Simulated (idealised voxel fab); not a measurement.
process module | voxel lift off
cross-section cut | 295 nm wide | cells 5 nm
A cross-section is a grid of square cells, given in bands from the top down. A band is one or more rows of cells.
Each band's line starts with the height of the band's top and of its bottom, in nm. Then come its materials from left to right, each with its width in nm. One material with "throughout" fills the band from edge to edge. "air" is empty space.
Height 0 is the level under which the wafer as received is all one material. The lowest band goes on downwards, as in "0 down".
A width such as "30 to 40" changes by the same amount from each row of cells to the next, from the band's top row to its bottom row.
"no change" after a step means that no cell of the cross-section changed.
closed voids: empty space of 8 cells or more with no open way to the top, each as width x height at its distance from the left edge, in nm
after a step's settings: what the simulator itself notes on the step
overlay nm, on a step with a mask: how far to the right of its planned place the mask lay; to the left if negative
plan
1 op RECEIVE | material Si
2 op CONFORMAL_DEP | material Al2O3 | thk nm 15
3 op PATTERN | tone open | mask id LINES | material resist | width nm 30 | pitch nm 55 | thk nm 15 | overlay nm 0
4 op DIRECTIONAL_DEP | material Ru | thk nm 5
5 op STRIP | etch materials resist
6 op CONFORMAL_DEP | material SiO2 | thk nm 10
as received, after step 1
  0 down: Si throughout
  closed voids: none
first wafer at the end, as planned
  30 to 25: air 65 | SiO2 50 | air 5 | SiO2 50 | air 5 | SiO2 50 | air 70
  25 to 20: SiO2 throughout
  20 to 15: SiO2 75 | Ru 30 | SiO2 25 | Ru 30 | SiO2 25 | Ru 30 | SiO2 80
  15 to 0: Al2O3 throughout
  0 down: Si throughout
  closed voids: none
second wafer at the end: like start, like plan, one mistake
  30 to 25: air 60 | SiO2 50 | air 5 | SiO2 50 | air 5 | SiO2 50 | air 75
  25 to 20: SiO2 throughout
  20 to 15: SiO2 70 | Ru 30 | SiO2 25 | Ru 30 | SiO2 25 | Ru 30 | SiO2 85
  15 to 0: Al2O3 throughout
  0 down: Si throughout
  closed voids: none
what went wrong: step 3 ran as: op PATTERN | tone open | mask id LINES | material resist | width nm 30 | pitch nm 55 | thk nm 15 | overlay nm -5
at the end the second wafer has, in cells: as many of each material as the first, in other places
